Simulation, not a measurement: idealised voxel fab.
Presented below is a process module, voxel transistor to metal.
Shown is cross-section cut, with a width of 195 nm and square cells of size 5 nm.
How to read a cross-section here: the picture is a grid of square cells, written as bands going from the top down, and any band can span one or more rows of cells. In this notation a band is specified by the heights of its top and bottom, in that order and in nm, after which its materials appear from left to right, each paired with its width in nm. The word "full width" attached to a single material means that material fills the band from edge to edge; the word "blank" stands for empty space. The level at which height equals 0 is the one under which the wafer, as it arrives, is entirely one material. No lower edge exists for the bottom band, which continues downward and is notated as in "0..down". Width spec "30..40" -> top row of cells at first value, bottom row at second value, equal per-row change in between. Reading "remained unchanged" for a step: not a cell of the cross-section changed in it. Under "Closed internal voids" you'll find the enclosed gaps, the ones with no way out to the top, that are 8 cells or bigger; each reads width x height at distance, with distance counted from the left edge, everything in nm. Post-settings text on a step line: simulator's own remark regarding the step. overlay nm: where the mask lay relative to plan, measured to the right, on steps with a mask; negatives go left.

Steps in the process plan
- 1: op RECEIVE | material Si
- 2: op OXIDIZE | depth nm 5
- 3: op CONFORMAL_DEP | material SiN | thk nm 10
- 4: op MASKED_ETCH | tone cover | mask id ACTIVE | width nm 115 | etch materials SiN | depth nm 10 | overlay nm 0
- 5: op MASKED_ETCH | tone cover | mask id ACTIVE | width nm 115 | etch materials SiO2 | depth nm 5 | overlay nm 0
- 6: op MASKED_ETCH | tone cover | mask id ACTIVE | width nm 115 | etch materials Si | depth nm 30 | overlay nm 0
- 7: op FILL_DEP | material SiO2 | thk nm 15
- 8: op CMP | height nm 10
- 9: op SELECTIVE_ETCH | etch materials SiO2 | depth nm 10
- 10: op STRIP | etch materials SiN
- 11: op SELECTIVE_ETCH | etch materials SiO2 | depth nm 5
- 12: op OXIDIZE | depth nm 5
- 13: op DIRECTIONAL_DEP | material polySi | thk nm 25
- 14: op DIRECTIONAL_DEP | material SiCN | thk nm 15
- 15: op PATTERN | tone cover | mask id GATE | material resist | width nm 35 | thk nm 15 | overlay nm 0
- 16: op DIRECTIONAL_ETCH | etch materials SiCN | depth nm 25
- 17: op DIRECTIONAL_ETCH | etch materials polySi | depth nm 35
- 18: op STRIP | etch materials resist
- 19: op CONFORMAL_DEP | material SiN | thk nm 10
- 20: op DIRECTIONAL_ETCH | etch materials SiN | depth nm 10
- 21: op DIRECTIONAL_ETCH | etch materials SiO2 | depth nm 5
- 22: op EPI | material SiGe | thk nm 5
- 23: op FILL_DEP | material SiO2 | thk nm 5
- 24: op CMP | height nm 20
- 25: op STRIP | etch materials polySi
- 26: op SELECTIVE_ETCH | etch materials SiO2 | depth nm 5
- 27: op CONFORMAL_DEP | material HfO2 | thk nm 5
- 28: op CONFORMAL_DEP | material TiN | thk nm 5
- 29: op FILL_DEP | material W | thk nm 10
- 30: op CMP | height nm 15
- 31: op DIRECTIONAL_DEP | material SiO2 | thk nm 10
- 32: op MASKED_ETCH | tone open | mask id CONTACT | width nm 15 | pitch nm 80 | etch materials SiO2 | depth nm 30 | overlay nm 0
- 33: op CONFORMAL_DEP | material TiN | thk nm 5
- 34: op FILL_DEP | material W | thk nm 10
- 35: op CMP | height nm 25
- 36: op CONFORMAL_DEP | material SiCN | thk nm 5
- 37: op DIRECTIONAL_DEP | material SiO2 | thk nm 15
- 38: op MASKED_ETCH | tone open | mask id METAL_1 | width nm 15 | pitch nm 80 | etch materials SiO2 | depth nm 15 | overlay nm 0
- 39: op MASKED_ETCH | tone open | mask id METAL_1 | width nm 15 | pitch nm 80 | etch materials SiCN | depth nm 5 | overlay nm 0
- 40: op CONFORMAL_DEP | material TiN | thk nm 5
- 41: op FILL_DEP | material W | thk nm 10
- 42: op CMP | height nm 45
- 43: op CONFORMAL_DEP | material SiCN | thk nm 5
- 44: op DIRECTIONAL_DEP | material SiO2 | thk nm 35
- 45: op MASKED_ETCH | tone open | mask id METAL_2 | width nm 15 | pitch nm 80 | etch materials SiO2 | depth nm 20 | overlay nm 0
- 46: op DIRECTIONAL_DEP | material aC | thk nm 15
- 47: op PATTERN | tone open | mask id METAL_2_HOLES | material resist | width nm 15 | pitch nm 80 | thk nm 30 | overlay nm 0
- 48: op DIRECTIONAL_ETCH | etch materials aC | depth nm 15
- 49: op STRIP | etch materials resist
- 50: op DIRECTIONAL_ETCH | etch materials SiO2 | depth nm 15
- 51: op DIRECTIONAL_ETCH | etch materials SiCN | depth nm 5
- 52: op STRIP | etch materials aC
- 53: op CONFORMAL_DEP | material TiN | thk nm 5
- 54: op FILL_DEP | material Ru | thk nm 10
- 55: op CMP | height nm 85
- 56: op CONFORMAL_DEP | material SiN | thk nm 5

Cross-section of the wafer at receipt, which is the condition after step 1
> 0..down  Si full width
> Closed internal voids: none

Starting wafer: above. Plan: above. Run: one mistake. Cross-section after the module: below
> 90..85  SiN full width
> 85..50  SiO2 (50)  TiN (5)  Ru (5)  TiN (5)  SiO2 (65)  TiN (5)  Ru (5)  TiN (5)  SiO2 (50)
> 50..45  SiCN (50)  TiN (15)  SiCN (65)  TiN (15)  SiCN (50)
> 45..35  SiO2 (50)  TiN (5)  W (5)  TiN (5)  SiO2 (65)  TiN (5)  W (5)  TiN (5)  SiO2 (50)
> 35..30  SiO2 (50)  TiN (15)  SiO2 (65)  TiN (15)  SiO2 (50)
> 30..25  SiCN (55)  TiN (10)  SiCN (70)  TiN (10)  SiCN (50)
> 25..15  SiO2 (50)  TiN (5)  W (5)  TiN (5)  SiO2 (65)  TiN (5)  W (5)  TiN (5)  SiO2 (50)
> 15..0  SiO2 (50)  TiN (5)  W (5)  TiN (5)  SiO2 (5)  SiN (10)  HfO2 (5)  TiN (5)  W (15)  TiN (5)  HfO2 (5)  SiN (10)  SiO2 (5)  TiN (5)  W (5)  TiN (5)  SiO2 (50)
> 0..-5  SiO2 (50)  TiN (15)  SiO2 (5)  SiN (10)  HfO2 (5)  TiN (25)  HfO2 (5)  SiN (10)  SiO2 (5)  TiN (15)  SiO2 (50)
> -5..-10  SiO2 (35)  SiGe (35)  SiO2 (5)  HfO2 (45)  SiO2 (5)  SiGe (35)  SiO2 (35)
> -10..-35  SiO2 (40)  Si (115)  SiO2 (40)
> -35..down  Si full width
> Closed internal voids: none
The mistake made against the process plan was this: in deviation from the planned setting, step 39 was conducted as op MASKED_ETCH | tone open | mask id METAL_1 | width nm 15 | pitch nm 80 | etch materials SiCN | depth nm 5 | overlay nm 5
